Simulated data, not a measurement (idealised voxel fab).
You're looking at the process module voxel self aligned vias.
The cross-section shown here is cut; it is 225 nm wide and divided into square cells measuring 5 nm on a side.
Cross-section layout: square cells on a grid; listed as bands, top to bottom; a band spans one or more cell rows. Heads up on the band format: heights come first, top then bottom, in nm. After that it's the materials left to right, each with its width in nm. A single material flagged "edge to edge" fills the whole band edge to edge, and "blank" means there's empty space there. Convention: height 0 is the level below which the wafer, as received, is all one material. The lowest band does not terminate at the bottom but continues downward, represented as "0 down". Note: "30 to 40" means the width goes from the first number (top row of the band) to the second number (bottom row) in equal steps per row of cells. What does "nothing different" mean for a step? It means no cell of the cross-section changed in that step. "Enclosed empty spaces" contains a list of empty spaces, each no smaller than 8 cells and without an open way to the top, written in the form width x height at distance with the distance from the left edge and all three in nm. after a step's settings: what the simulator itself notes on the step. Regarding "overlay nm": on a step with a mask, it is the distance the mask lay to the right of its planned place; a negative value places it to the left.

## The planned process steps are enumerated hereunder
1: op RECEIVE | material Si
2: op CONFORMAL_DEP | material SiO2 | thk nm 15
3: op CONFORMAL_DEP | material SiCN | thk nm 5
4: op DIRECTIONAL_DEP | material SiO2 | thk nm 20
5: op MASKED_ETCH | tone open | mask id LINES | width nm 25 | pitch nm 75 | etch materials SiO2 | depth nm 20 | overlay nm 0
6: op CONFORMAL_DEP | material TiN | thk nm 5
7: op FILL_DEP | material W | thk nm 10
8: op CMP | height nm 40
9: op SELECTIVE_ETCH | etch materials W Ru TiN | depth nm 5
10: op FILL_DEP | material SiN | thk nm 10
11: op CMP | height nm 40
12: op DIRECTIONAL_DEP | material SiO2 | thk nm 15
13: op DIRECTIONAL_DEP | material aC | thk nm 10
14: op PATTERN | tone open | mask id VIAS | material resist | width nm 45 | pitch nm 75 | thk nm 30 | overlay nm 0
15: op DIRECTIONAL_ETCH | etch materials aC | depth nm 10
16: op STRIP | etch materials resist
17: op DIRECTIONAL_ETCH | etch materials SiO2 | depth nm 15
18: op DIRECTIONAL_ETCH | etch materials SiN | depth nm 5
19: op STRIP | etch materials aC
20: op CONFORMAL_DEP | material TiN | thk nm 5
21: op FILL_DEP | material Cu | thk nm 10
22: op CMP | height nm 55
23: op CONFORMAL_DEP | material SiN | thk nm 5

## The cross-section here shows the wafer as received, i.e. in its state after step 1
* 0 down: Si edge to edge
* Enclosed empty spaces: none

## First of two wafers at the end of the module, shown in cross-section; run carried out as planned
* 60 to 55: SiN edge to edge
* 55 to 45: SiO2: 50, TiN: 5, Cu: 35, TiN: 5, SiO2: 30, TiN: 5, Cu: 35, TiN: 5, SiO2: 55
* 45 to 40: SiO2: 50, TiN: 15, Cu: 15, TiN: 15, SiO2: 30, TiN: 15, Cu: 15, TiN: 15, SiO2: 55
* 40 to 35: SiO2: 60, TiN: 25, SiO2: 50, TiN: 25, SiO2: 65
* 35 to 25: SiO2: 60, TiN: 5, W: 15, TiN: 5, SiO2: 50, TiN: 5, W: 15, TiN: 5, SiO2: 65
* 25 to 20: SiO2: 60, TiN: 25, SiO2: 50, TiN: 25, SiO2: 65
* 20 to 15: SiCN edge to edge
* 15 to 0: SiO2 edge to edge
* 0 down: Si edge to edge
* Enclosed empty spaces: none

## End of module, second wafer, cross-section. Started like the first, planned like the first, run with one mistake
* 60 to 55: SiN edge to edge
* 55 to 45: SiO2: 50, TiN: 5, Cu: 35, TiN: 5, SiO2: 30, TiN: 5, Cu: 35, TiN: 5, SiO2: 55
* 45 to 40: SiO2: 50, TiN: 15, Cu: 15, TiN: 15, SiO2: 30, TiN: 15, Cu: 15, TiN: 15, SiO2: 55
* 40 to 35: SiO2: 60, TiN: 25, SiO2: 50, TiN: 25, SiO2: 65
* 35 to 25: SiO2: 60, TiN: 5, W: 15, TiN: 5, SiO2: 50, TiN: 5, W: 15, TiN: 5, SiO2: 65
* 25 to 20: SiO2: 60, TiN: 25, SiO2: 50, TiN: 25, SiO2: 65
* 20 to 5: SiO2 edge to edge
* 5 to 0: SiCN edge to edge
* 0 down: Si edge to edge
* Enclosed empty spaces: none
Short version of what went wrong: the processing plan was not followed for steps 2 and 3, which were run with their positions exchanged
Matching per-material cell counts, mismatched positions: that is how the second wafer compares with the first at the end.
